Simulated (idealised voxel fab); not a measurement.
Process module, titled voxel wiring stack
In the cross-section labelled cut, the width is 170 nm and each square cell is 5 nm.
A cross-section in this document is a grid of square cells, and it is written down as bands, the top band listed before the ones below it; a band is made up of one or more rows of cells. For a band, the entry starts with two heights in nm, that of the top and then that of the bottom, and carries on with the band's materials in order from left to right, each alongside its width in nm; the word "full width" beside a single material means it fills the band edge to edge, and "blank" means empty space. Height 0 is the level under which the wafer as received is all one material. The lowest band goes on downwards, as in "from 0 down". The notation "30 to 40" denotes a width that varies across the rows of cells in the band, beginning at the first number in the top row, finishing at the second number in the bottom row, and changing by an identical amount from each row to the next. Any step labelled "nothing different" changed none of the cells in the cross-section. So "Fully closed voids" is basically the list of trapped voids: any empty space of 8 cells or more that can't reach the top through an opening. They're written width x height at distance, the distance being from the left edge, and it's all nm. Whatever follows a step's settings on its line is a remark the simulator itself makes about that step. overlay nm, on a step with a mask: how far to the right of its planned place the mask lay; to the left if negative.

## Set out below are the planned steps of the process
- 1: RECEIVE, material Si
- 2: CONFORMAL_DEP, material SiO2, thk nm 10
- 3: DIRECTIONAL_DEP, material TiN, thk nm 5
- 4: DIRECTIONAL_DEP, material W, thk nm 20
- 5: PATTERN, tone cover, mask id METAL_1, material resist, width nm 20, pitch nm 35, thk nm 15, overlay nm 0
- 6: DIRECTIONAL_ETCH, etch materials W, depth nm 20
- 7: DIRECTIONAL_ETCH, etch materials TiN, depth nm 5
- 8: STRIP, etch materials resist
- 9: CONFORMAL_DEP, material SiN, thk nm 5
- 10: FILL_DEP, material lowk, thk nm 10
- 11: CMP, height nm 35
- 12: CONFORMAL_DEP, material SiCN, thk nm 5
- 13: DIRECTIONAL_DEP, material SiO2, thk nm 10
- 14: DIRECTIONAL_DEP, material aC, thk nm 10
- 15: PATTERN, tone open, mask id PLUG_1, material resist, width nm 15, pitch nm 35, thk nm 25, overlay nm 0
- 16: DIRECTIONAL_ETCH, etch materials aC, depth nm 10
- 17: STRIP, etch materials resist
- 18: DIRECTIONAL_ETCH, etch materials SiO2, depth nm 10
- 19: DIRECTIONAL_ETCH, etch materials SiCN, depth nm 5
- 20: STRIP, etch materials aC
- 21: CONFORMAL_DEP, material TiN, thk nm 5
- 22: FILL_DEP, material Ru, thk nm 5
- 23: CMP, height nm 50
- 24: DIRECTIONAL_DEP, material TiN, thk nm 5
- 25: DIRECTIONAL_DEP, material Ru, thk nm 15
- 26: MASKED_ETCH, tone cover, mask id METAL_2, width nm 20, pitch nm 35, etch materials Ru, depth nm 15, overlay nm 0
- 27: MASKED_ETCH, tone cover, mask id METAL_2, width nm 20, pitch nm 35, etch materials TiN, depth nm 5, overlay nm 0
- 28: FILL_DEP, material SiO2, thk nm 5
- 29: CMP, height nm 70
- 30: CONFORMAL_DEP, material SiCN, thk nm 5
- 31: DIRECTIONAL_DEP, material SiO2, thk nm 20
- 32: DIRECTIONAL_DEP, material aC, thk nm 15
- 33: PATTERN, tone open, mask id PLUG_2, material resist, width nm 15, pitch nm 35, thk nm 35, overlay nm 0
- 34: DIRECTIONAL_ETCH, etch materials aC, depth nm 15
- 35: STRIP, etch materials resist
- 36: DIRECTIONAL_ETCH, etch materials SiO2, depth nm 20
- 37: DIRECTIONAL_ETCH, etch materials SiCN, depth nm 5
- 38: STRIP, etch materials aC
- 39: CONFORMAL_DEP, material TiN, thk nm 5
- 40: FILL_DEP, material Ru, thk nm 5
- 41: CMP, height nm 95
- 42: DIRECTIONAL_DEP, material TiN, thk nm 5
- 43: DIRECTIONAL_DEP, material W, thk nm 15
- 44: MASKED_ETCH, tone cover, mask id METAL_3, width nm 20, pitch nm 35, etch materials W, depth nm 15, overlay nm 0
- 45: MASKED_ETCH, tone cover, mask id METAL_3, width nm 20, pitch nm 35, etch materials TiN, depth nm 5, overlay nm 0
- 46: FILL_DEP, material SiO2, thk nm 10
- 47: CMP, height nm 115
- 48: CONFORMAL_DEP, material SiN, thk nm 5

## As-received wafer cross-section (after step 1)
	from 0 down  Si full width
	Fully closed voids: none

## Look at the cross-section after the module: the wafer started out the way shown above and the plan was the one shown above, yet one mistake was made along the way
	from 120 to 115  SiN full width
	from 115 to 100  SiO2 (55) / W (20) / SiO2 (15) / W (20) / SiO2 (60)
	from 100 to 95  SiO2 (55) / TiN (20) / SiO2 (15) / TiN (20) / SiO2 (60)
	from 95 to 75  SiO2 (55) / TiN (5) / Ru (5) / TiN (5) / SiO2 (20) / TiN (5) / Ru (5) / TiN (5) / SiO2 (65)
	from 75 to 70  SiCN (55) / TiN (15) / SiCN (20) / TiN (15) / SiCN (65)
	from 70 to 55  Ru (55) / SiO2 (20) / Ru (15) / SiO2 (20) / Ru (60)
	from 55 to 50  TiN full width
	from 50 to 40  SiO2 (55) / TiN (5) / Ru (5) / TiN (5) / SiO2 (20) / TiN (5) / Ru (5) / TiN (5) / SiO2 (65)
	from 40 to 35  SiCN (55) / TiN (15) / SiCN (20) / TiN (15) / SiCN (65)
	from 35 to 15  lowk (50) / SiN (5) / W (20) / SiN (5) / lowk (5) / SiN (5) / W (20) / SiN (5) / lowk (55)
	from 15 to 10  SiN (55) / TiN (20) / SiN (15) / TiN (20) / SiN (60)
	from 10 to 0  SiO2 full width
	from 0 down  Si full width
	Fully closed voids: none
The mistake made against the process plan was this: off-plan run, step 26, actual operation and settings MASKED_ETCH, tone open, mask id METAL_2, width nm 20, pitch nm 35, etch materials Ru, depth nm 15, overlay nm 0
